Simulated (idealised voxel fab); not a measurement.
process module | voxel ribs on slabs
cross-section cut | 265 nm wide | cells 5 nm
A cross-section is a grid of square cells, given in bands from the top down. A band is one or more rows of cells.
Each band's line starts with the height of the band's top and of its bottom, in nm. Then come its materials from left to right, each with its width in nm. One material with "throughout" fills the band from edge to edge. "air" is empty space.
Height 0 is the level under which the wafer as received is all one material. The lowest band goes on downwards, as in "0 down".
A width such as "30 to 40" changes by the same amount from each row of cells to the next, from the band's top row to its bottom row.
"no change" after a step means that no cell of the cross-section changed.
closed voids: empty space of 8 cells or more with no open way to the top, each as width x height at its distance from the left edge, in nm
after a step's settings: what the simulator itself notes on the step
overlay nm, on a step with a mask: how far to the right of its planned place the mask lay; to the left if negative
Each pair below shows a cross-section before one step and the cross-section after it, down to the lowest band that changed. The line under each pair gives the step between them, with its settings. The pairs can come from different runs of this module on the same starting wafer, so a pair continues from the pair above only where its "before" says so.
before
  0 down: Si throughout
  closed voids: none
after
  20 to 0: SiO2 throughout
  below 0: unchanged
  closed voids: none
the step between: op DIRECTIONAL_DEP | material SiO2 | thk nm 20
before: the cross-section after the pair above
after
  45 to 20: SiN throughout
  below 20: unchanged
  closed voids: none
the step between: op DIRECTIONAL_DEP | material SiN | thk nm 25
before: the cross-section after the pair above
after
  60 to 45: air 125 | resist 15 | air 125
  below 45: unchanged
  closed voids: none
the step between: op PATTERN | tone cover | mask id RIB | material resist | width nm 15 | thk nm 15 | overlay nm 0
before: the cross-section after the pair above
after
  60 to 45: air 125 | resist 15 | air 125
  45 to 30: air 125 | SiN 15 | air 125
  below 30: unchanged
  closed voids: none
the step between: op DIRECTIONAL_ETCH | etch materials SiN | depth nm 15
before: the cross-section after the pair above
after
  45 to 30: air 125 | SiN 15 | air 125
  below 30: unchanged
  closed voids: none
the step between: op STRIP | etch materials resist
before: the cross-section after the pair above
after
  45 to 30: air 125 | SiN 15 | air 125
  30 to 20: air 100 | SiN 65 | air 100
  below 20: unchanged
  closed voids: none
the step between: op MASKED_ETCH | tone cover | mask id SLAB | width nm 65 | etch materials SiN | depth nm 10 | overlay nm 0
before: the cross-section after the pair above
after
  75 to 45: SiO2 throughout
  45 to 30: SiO2 125 | SiN 15 | SiO2 125
  30 to 20: SiO2 100 | SiN 65 | SiO2 100
  below 20: unchanged
  closed voids: none
the step between: op FILL_DEP | material SiO2 | thk nm 30
before: the cross-section after the pair above
after
  65 to 45: SiO2 throughout
  below 45: unchanged
  closed voids: none
the step between: op CMP | height nm 65
before: the cross-section after the pair above
after
  70 to 65: W throughout
  below 65: unchanged
  closed voids: none
the step between: op DIRECTIONAL_DEP | material W | thk nm 5
before: the cross-section after the pair above
after
  80 to 70: aC throughout
  below 70: unchanged
  closed voids: none
the step between: op DIRECTIONAL_DEP | material aC | thk nm 10
before: the cross-section after the pair above
after
  105 to 80: air 120 | resist 25 | air 120
  below 80: unchanged
  closed voids: none
the step between: op PATTERN | tone cover | mask id HEATER | material resist | width nm 25 | thk nm 25 | overlay nm 0
before: the cross-section after the pair above
after
  95 to 80: air 120 | resist 25 | air 120
  80 to 70: air 120 | aC 25 | air 120
  below 70: unchanged
  closed voids: none
the step between: op DIRECTIONAL_ETCH | etch materials aC | depth nm 10
before: the cross-section after the pair above
after
  80 to 70: air 120 | aC 25 | air 120
  below 70: unchanged
  closed voids: none
the step between: op STRIP | etch materials resist
before: the cross-section after the pair above
after
  80 to 70: air 120 | aC 25 | air 120
  70 to 65: air 120 | W 25 | air 120
  below 65: unchanged
  closed voids: none
the step between: op DIRECTIONAL_ETCH | etch materials W | depth nm 5
before: the cross-section after the pair above
after
  70 to 65: air 120 | W 25 | air 120
  below 65: unchanged
  closed voids: none
the step between: op STRIP | etch materials aC
before: the cross-section after the pair above
after
  80 to 75: air 110 | SiN 45 | air 110
  75 to 70: SiN throughout
  70 to 65: SiN 120 | W 25 | SiN 120
  below 65: unchanged
  closed voids: none
the step between: op CONFORMAL_DEP | material SiN | thk nm 10
before
  45 to 20: SiN throughout
  20 to 0: SiO2 throughout
  0 down: Si throughout
  closed voids: none
after
  70 to 20: SiN throughout
  below 20: unchanged
  closed voids: none
the step between: op DIRECTIONAL_DEP | material SiN | thk nm 25
before: the cross-section after the pair above
after
  85 to 70: air 125 | resist 15 | air 125
  below 70: unchanged
  closed voids: none
the step between: op PATTERN | tone cover | mask id RIB | material resist | width nm 15 | thk nm 15 | overlay nm 0
before: the cross-section after the pair above
after
  85 to 70: air 125 | resist 15 | air 125
  70 to 55: air 125 | SiN 15 | air 125
  below 55: unchanged
  closed voids: none
the step between: op DIRECTIONAL_ETCH | etch materials SiN | depth nm 15
before: the cross-section after the pair above
after
  70 to 55: air 125 | SiN 15 | air 125
  below 55: unchanged
  closed voids: none
the step between: op STRIP | etch materials resist
before: the cross-section after the pair above
after
  70 to 55: air 125 | SiN 15 | air 125
  55 to 45: air 100 | SiN 65 | air 100
  below 45: unchanged
  closed voids: none
the step between: op MASKED_ETCH | tone cover | mask id SLAB | width nm 65 | etch materials SiN | depth nm 10 | overlay nm 0
before: the cross-section after the pair above
after
  100 to 70: SiO2 throughout
  70 to 55: SiO2 125 | SiN 15 | SiO2 125
  55 to 45: SiO2 100 | SiN 65 | SiO2 100
  below 45: unchanged
  closed voids: none
the step between: op FILL_DEP | material SiO2 | thk nm 30
before: the cross-section after the pair above
after
  65 to 55: SiO2 125 | SiN 15 | SiO2 125
  below 55: unchanged
  closed voids: none
the step between: op CMP | height nm 65
before: the cross-section after the pair above
after
  70 to 65: W throughout
  below 65: unchanged
  closed voids: none
the step between: op DIRECTIONAL_DEP | material W | thk nm 5
before: the cross-section after the pair above
after
  80 to 70: aC throughout
  below 70: unchanged
  closed voids: none
the step between: op DIRECTIONAL_DEP | material aC | thk nm 10
before: the cross-section after the pair above
after
  105 to 80: air 120 | resist 25 | air 120
  below 80: unchanged
  closed voids: none
the step between: op PATTERN | tone cover | mask id HEATER | material resist | width nm 25 | thk nm 25 | overlay nm 0
before: the cross-section after the pair above
after
  95 to 80: air 120 | resist 25 | air 120
  80 to 70: air 120 | aC 25 | air 120
  below 70: unchanged
  closed voids: none
the step between: op DIRECTIONAL_ETCH | etch materials aC | depth nm 10
before: the cross-section after the pair above
after
  80 to 70: air 120 | aC 25 | air 120
  below 70: unchanged
  closed voids: none
the step between: op STRIP | etch materials resist
before: the cross-section after the pair above
after
  80 to 70: air 120 | aC 25 | air 120
  70 to 65: air 120 | W 25 | air 120
  below 65: unchanged
  closed voids: none
the step between: op DIRECTIONAL_ETCH | etch materials W | depth nm 5
before: the cross-section after the pair above
after
  70 to 65: air 120 | W 25 | air 120
  below 65: unchanged
  closed voids: none
the step between: op STRIP | etch materials aC
before: the cross-section after the pair above
after
  80 to 75: air 110 | SiN 45 | air 110
  75 to 70: SiN throughout
  70 to 65: SiN 120 | W 25 | SiN 120
  below 65: unchanged
  closed voids: none
the step between: op CONFORMAL_DEP | material SiN | thk nm 10
before
  0 down: Si throughout
  closed voids: none
after
  25 to 0: SiN throughout
  below 0: unchanged
  closed voids: none
the step between: op DIRECTIONAL_DEP | material SiN | thk nm 25
before: the cross-section after the pair above
after
  45 to 25: SiO2 throughout
  below 25: unchanged
  closed voids: none
the step between: op DIRECTIONAL_DEP | material SiO2 | thk nm 20
before: the cross-section after the pair above
after
  60 to 45: air 125 | resist 15 | air 125
  below 45: unchanged
  closed voids: none
the step between: op PATTERN | tone cover | mask id RIB | material resist | width nm 15 | thk nm 15 | overlay nm 0
before: the cross-section after the pair above
after
  45 to 25: SiO2 throughout
  below 25: unchanged
  closed voids: none
the step between: op STRIP | etch materials resist
before: the cross-section after the pair above
after
  75 to 25: SiO2 throughout
  below 25: unchanged
  closed voids: none
the step between: op FILL_DEP | material SiO2 | thk nm 30
before: the cross-section after the pair above
after
  65 to 25: SiO2 throughout
  below 25: unchanged
  closed voids: none
the step between: op CMP | height nm 65
before: the cross-section after the pair above
after
  70 to 65: W throughout
  below 65: unchanged
  closed voids: none
the step between: op DIRECTIONAL_DEP | material W | thk nm 5
before: the cross-section after the pair above
after
  80 to 70: aC throughout
  below 70: unchanged
  closed voids: none
the step between: op DIRECTIONAL_DEP | material aC | thk nm 10
before: the cross-section after the pair above
after
  105 to 80: air 120 | resist 25 | air 120
  below 80: unchanged
  closed voids: none
the step between: op PATTERN | tone cover | mask id HEATER | material resist | width nm 25 | thk nm 25 | overlay nm 0
before: the cross-section after the pair above
after
  95 to 80: air 120 | resist 25 | air 120
  80 to 70: air 120 | aC 25 | air 120
  below 70: unchanged
  closed voids: none
the step between: op DIRECTIONAL_ETCH | etch materials aC | depth nm 10
before: the cross-section after the pair above
after
  80 to 70: air 120 | aC 25 | air 120
  below 70: unchanged
  closed voids: none
the step between: op STRIP | etch materials resist
before: the cross-section after the pair above
after
  80 to 70: air 120 | aC 25 | air 120
  70 to 65: air 120 | W 25 | air 120
  below 65: unchanged
  closed voids: none
the step between: op DIRECTIONAL_ETCH | etch materials W | depth nm 5
before: the cross-section after the pair above
after
  70 to 65: air 120 | W 25 | air 120
  below 65: unchanged
  closed voids: none
the step between: op STRIP | etch materials aC
before: the cross-section after the pair above
after
  80 to 75: air 110 | SiN 45 | air 110
  75 to 70: SiN throughout
  70 to 65: SiN 120 | W 25 | SiN 120
  below 65: unchanged
  closed voids: none
the step between: op CONFORMAL_DEP | material SiN | thk nm 10
before
  75 to 45: SiO2 throughout
  45 to 30: SiO2 125 | SiN 15 | SiO2 125
  30 to 20: SiO2 100 | SiN 65 | SiO2 100
  20 to 0: SiO2 throughout
  0 down: Si throughout
  closed voids: none
after
  70 to 45: SiO2 throughout
  below 45: unchanged
  closed voids: none
the step between: op CMP | height nm 70
before: the cross-section after the pair above
after
  75 to 70: W throughout
  below 70: unchanged
  closed voids: none
the step between: op DIRECTIONAL_DEP | material W | thk nm 5
before: the cross-section after the pair above
after
  85 to 75: aC throughout
  below 75: unchanged
  closed voids: none
the step between: op DIRECTIONAL_DEP | material aC | thk nm 10
before: the cross-section after the pair above
after
  110 to 85: air 120 | resist 25 | air 120
  below 85: unchanged
  closed voids: none
the step between: op PATTERN | tone cover | mask id HEATER | material resist | width nm 25 | thk nm 25 | overlay nm 0
before: the cross-section after the pair above
after
  100 to 85: air 120 | resist 25 | air 120
  85 to 75: air 120 | aC 25 | air 120
  below 75: unchanged
  closed voids: none
the step between: op DIRECTIONAL_ETCH | etch materials aC | depth nm 10
before: the cross-section after the pair above
after
  85 to 75: air 120 | aC 25 | air 120
  below 75: unchanged
  closed voids: none
the step between: op STRIP | etch materials resist
before: the cross-section after the pair above
after
  85 to 75: air 120 | aC 25 | air 120
  75 to 70: air 120 | W 25 | air 120
  below 70: unchanged
  closed voids: none
the step between: op DIRECTIONAL_ETCH | etch materials W | depth nm 5
before: the cross-section after the pair above
after
  75 to 70: air 120 | W 25 | air 120
  below 70: unchanged
  closed voids: none
the step between: op STRIP | etch materials aC
before: the cross-section after the pair above
after
  85 to 80: air 110 | SiN 45 | air 110
  80 to 75: SiN throughout
  75 to 70: SiN 120 | W 25 | SiN 120
  below 70: unchanged
  closed voids: none
the step between: op CONFORMAL_DEP | material SiN | thk nm 10
before
  80 to 70: aC throughout
  70 to 65: W throughout
  65 to 45: SiO2 throughout
  45 to 30: SiO2 125 | SiN 15 | SiO2 125
  30 to 20: SiO2 100 | SiN 65 | SiO2 100
  20 to 0: SiO2 throughout
  0 down: Si throughout
  closed voids: none
after
  105 to 80: air 125 | resist 15 | air 125
  below 80: unchanged
  closed voids: none
the step between: op PATTERN | tone cover | mask id HEATER | material resist | width nm 15 | thk nm 25 | overlay nm 0
before: the cross-section after the pair above
after
  95 to 80: air 125 | resist 15 | air 125
  80 to 70: air 125 | aC 15 | air 125
  below 70: unchanged
  closed voids: none
the step between: op DIRECTIONAL_ETCH | etch materials aC | depth nm 10
before: the cross-section after the pair above
after
  80 to 70: air 125 | aC 15 | air 125
  below 70: unchanged
  closed voids: none
the step between: op STRIP | etch materials resist
before: the cross-section after the pair above
after
  80 to 70: air 125 | aC 15 | air 125
  70 to 65: air 125 | W 15 | air 125
  below 65: unchanged
  closed voids: none
the step between: op DIRECTIONAL_ETCH | etch materials W | depth nm 5
before: the cross-section after the pair above
after
  70 to 65: air 125 | W 15 | air 125
  below 65: unchanged
  closed voids: none
the step between: op STRIP | etch materials aC
before: the cross-section after the pair above
after
  80 to 75: air 115 | SiN 35 | air 115
  75 to 70: SiN throughout
  70 to 65: SiN 125 | W 15 | SiN 125
  below 65: unchanged
  closed voids: none
the step between: op CONFORMAL_DEP | material SiN | thk nm 10
before
  45 to 20: SiN throughout
  20 to 0: SiO2 throughout
  0 down: Si throughout
  closed voids: none
after
  60 to 45: air 115 | resist 15 | air 135
  below 45: unchanged
  closed voids: none
the step between: op PATTERN | tone cover | mask id RIB | material resist | width nm 15 | thk nm 15 | overlay nm -10
before: the cross-section after the pair above
after
  60 to 45: air 115 | resist 15 | air 135
  45 to 30: air 115 | SiN 15 | air 135
  below 30: unchanged
  closed voids: none
the step between: op DIRECTIONAL_ETCH | etch materials SiN | depth nm 15
before: the cross-section after the pair above
after
  45 to 30: air 115 | SiN 15 | air 135
  below 30: unchanged
  closed voids: none
the step between: op STRIP | etch materials resist
before: the cross-section after the pair above
after
  45 to 30: air 115 | SiN 15 | air 135
  30 to 20: air 100 | SiN 65 | air 100
  below 20: unchanged
  closed voids: none
the step between: op MASKED_ETCH | tone cover | mask id SLAB | width nm 65 | etch materials SiN | depth nm 10 | overlay nm 0
before: the cross-section after the pair above
after
  75 to 45: SiO2 throughout
  45 to 30: SiO2 115 | SiN 15 | SiO2 135
  30 to 20: SiO2 100 | SiN 65 | SiO2 100
  below 20: unchanged
  closed voids: none
the step between: op FILL_DEP | material SiO2 | thk nm 30
before: the cross-section after the pair above
after
  65 to 45: SiO2 throughout
  below 45: unchanged
  closed voids: none
the step between: op CMP | height nm 65
before: the cross-section after the pair above
after
  70 to 65: W throughout
  below 65: unchanged
  closed voids: none
the step between: op DIRECTIONAL_DEP | material W | thk nm 5
before: the cross-section after the pair above
after
  80 to 70: aC throughout
  below 70: unchanged
  closed voids: none
the step between: op DIRECTIONAL_DEP | material aC | thk nm 10
before: the cross-section after the pair above
after
  105 to 80: air 120 | resist 25 | air 120
  below 80: unchanged
  closed voids: none
the step between: op PATTERN | tone cover | mask id HEATER | material resist | width nm 25 | thk nm 25 | overlay nm 0
before: the cross-section after the pair above
after
  95 to 80: air 120 | resist 25 | air 120
  80 to 70: air 120 | aC 25 | air 120
  below 70: unchanged
  closed voids: none
the step between: op DIRECTIONAL_ETCH | etch materials aC | depth nm 10
before: the cross-section after the pair above
after
  80 to 70: air 120 | aC 25 | air 120
  below 70: unchanged
  closed voids: none
the step between: op STRIP | etch materials resist
before: the cross-section after the pair above
after
  80 to 70: air 120 | aC 25 | air 120
  70 to 65: air 120 | W 25 | air 120
  below 65: unchanged
  closed voids: none
the step between: op DIRECTIONAL_ETCH | etch materials W | depth nm 5
before: the cross-section after the pair above
after
  70 to 65: air 120 | W 25 | air 120
  below 65: unchanged
  closed voids: none
the step between: op STRIP | etch materials aC
before: the cross-section after the pair above
after
  80 to 75: air 110 | SiN 45 | air 110
  75 to 70: SiN throughout
  70 to 65: SiN 120 | W 25 | SiN 120
  below 65: unchanged
  closed voids: none
the step between: op CONFORMAL_DEP | material SiN | thk nm 10
before
  0 down: Si throughout
  closed voids: none
after
  20 to 0: W throughout
  below 0: unchanged
  closed voids: none
the step between: op DIRECTIONAL_DEP | material W | thk nm 20
before: the cross-section after the pair above
after
  45 to 20: SiN throughout
  below 20: unchanged
  closed voids: none
the step between: op DIRECTIONAL_DEP | material SiN | thk nm 25
before: the cross-section after the pair above
after
  60 to 45: air 125 | resist 15 | air 125
  below 45: unchanged
  closed voids: none
the step between: op PATTERN | tone cover | mask id RIB | material resist | width nm 15 | thk nm 15 | overlay nm 0
before: the cross-section after the pair above
after
  60 to 45: air 125 | resist 15 | air 125
  45 to 30: air 125 | SiN 15 | air 125
  below 30: unchanged
  closed voids: none
the step between: op DIRECTIONAL_ETCH | etch materials SiN | depth nm 15
before: the cross-section after the pair above
after
  45 to 30: air 125 | SiN 15 | air 125
  below 30: unchanged
  closed voids: none
the step between: op STRIP | etch materials resist
before: the cross-section after the pair above
after
  45 to 30: air 125 | SiN 15 | air 125
  30 to 20: air 100 | SiN 65 | air 100
  below 20: unchanged
  closed voids: none
the step between: op MASKED_ETCH | tone cover | mask id SLAB | width nm 65 | etch materials SiN | depth nm 10 | overlay nm 0
before: the cross-section after the pair above
after
  75 to 45: SiO2 throughout
  45 to 30: SiO2 125 | SiN 15 | SiO2 125
  30 to 20: SiO2 100 | SiN 65 | SiO2 100
  below 20: unchanged
  closed voids: none
the step between: op FILL_DEP | material SiO2 | thk nm 30
before: the cross-section after the pair above
after
  65 to 45: SiO2 throughout
  below 45: unchanged
  closed voids: none
the step between: op CMP | height nm 65
before: the cross-section after the pair above
after
  70 to 65: W throughout
  below 65: unchanged
  closed voids: none
the step between: op DIRECTIONAL_DEP | material W | thk nm 5
before: the cross-section after the pair above
after
  80 to 70: aC throughout
  below 70: unchanged
  closed voids: none
the step between: op DIRECTIONAL_DEP | material aC | thk nm 10
before: the cross-section after the pair above
after
  105 to 80: air 120 | resist 25 | air 120
  below 80: unchanged
  closed voids: none
the step between: op PATTERN | tone cover | mask id HEATER | material resist | width nm 25 | thk nm 25 | overlay nm 0
before: the cross-section after the pair above
after
  95 to 80: air 120 | resist 25 | air 120
  80 to 70: air 120 | aC 25 | air 120
  below 70: unchanged
  closed voids: none
the step between: op DIRECTIONAL_ETCH | etch materials aC | depth nm 10
before: the cross-section after the pair above
after
  80 to 70: air 120 | aC 25 | air 120
  below 70: unchanged
  closed voids: none
the step between: op STRIP | etch materials resist
before: the cross-section after the pair above
after
  80 to 70: air 120 | aC 25 | air 120
  70 to 65: air 120 | W 25 | air 120
  below 65: unchanged
  closed voids: none
the step between: op DIRECTIONAL_ETCH | etch materials W | depth nm 5
before: the cross-section after the pair above
after
  70 to 65: air 120 | W 25 | air 120
  below 65: unchanged
  closed voids: none
the step between: op STRIP | etch materials aC
before: the cross-section after the pair above
after
  80 to 75: air 110 | SiN 45 | air 110
  75 to 70: SiN throughout
  70 to 65: SiN 120 | W 25 | SiN 120
  below 65: unchanged
  closed voids: none
the step between: op CONFORMAL_DEP | material SiN | thk nm 10
before
  45 to 20: SiN throughout
  20 to 0: SiO2 throughout
  0 down: Si throughout
  closed voids: none
after
  60 to 45: resist 125 | air 15 | resist 125
  below 45: unchanged
  closed voids: none
the step between: op PATTERN | tone open | mask id RIB | material resist | width nm 15 | thk nm 15 | overlay nm 0
before: the cross-section after the pair above
after
  60 to 45: resist 125 | air 15 | resist 125
  45 to 30: SiN 125 | air 15 | SiN 125
  below 30: unchanged
  closed voids: none
the step between: op DIRECTIONAL_ETCH | etch materials SiN | depth nm 15
before: the cross-section after the pair above
after
  45 to 30: SiN 125 | air 15 | SiN 125
  below 30: unchanged
  closed voids: none
the step between: op STRIP | etch materials resist
before: the cross-section after the pair above
after
  45 to 35: air 100 | SiN 25 | air 15 | SiN 25 | air 100
  below 35: unchanged
  closed voids: none
the step between: op MASKED_ETCH | tone cover | mask id SLAB | width nm 65 | etch materials SiN | depth nm 10 | overlay nm 0
before: the cross-section after the pair above
after
  75 to 45: SiO2 throughout
  45 to 35: SiO2 100 | SiN 25 | SiO2 15 | SiN 25 | SiO2 100
  35 to 30: SiN 125 | SiO2 15 | SiN 125
  below 30: unchanged
  closed voids: none
the step between: op FILL_DEP | material SiO2 | thk nm 30
before: the cross-section after the pair above
after
  65 to 45: SiO2 throughout
  below 45: unchanged
  closed voids: none
the step between: op CMP | height nm 65
before: the cross-section after the pair above
after
  70 to 65: W throughout
  below 65: unchanged
  closed voids: none
the step between: op DIRECTIONAL_DEP | material W | thk nm 5
before: the cross-section after the pair above
after
  80 to 70: aC throughout
  below 70: unchanged
  closed voids: none
the step between: op DIRECTIONAL_DEP | material aC | thk nm 10
before: the cross-section after the pair above
after
  105 to 80: air 120 | resist 25 | air 120
  below 80: unchanged
  closed voids: none
the step between: op PATTERN | tone cover | mask id HEATER | material resist | width nm 25 | thk nm 25 | overlay nm 0
before: the cross-section after the pair above
after
  95 to 80: air 120 | resist 25 | air 120
  80 to 70: air 120 | aC 25 | air 120
  below 70: unchanged
  closed voids: none
the step between: op DIRECTIONAL_ETCH | etch materials aC | depth nm 10
before: the cross-section after the pair above
after
  80 to 70: air 120 | aC 25 | air 120
  below 70: unchanged
  closed voids: none
the step between: op STRIP | etch materials resist
before: the cross-section after the pair above
after
  80 to 70: air 120 | aC 25 | air 120
  70 to 65: air 120 | W 25 | air 120
  below 65: unchanged
  closed voids: none
the step between: op DIRECTIONAL_ETCH | etch materials W | depth nm 5
before: the cross-section after the pair above
after
  70 to 65: air 120 | W 25 | air 120
  below 65: unchanged
  closed voids: none
the step between: op STRIP | etch materials aC
before: the cross-section after the pair above
after
  80 to 75: air 110 | SiN 45 | air 110
  75 to 70: SiN throughout
  70 to 65: SiN 120 | W 25 | SiN 120
  below 65: unchanged
  closed voids: none
the step between: op CONFORMAL_DEP | material SiN | thk nm 10
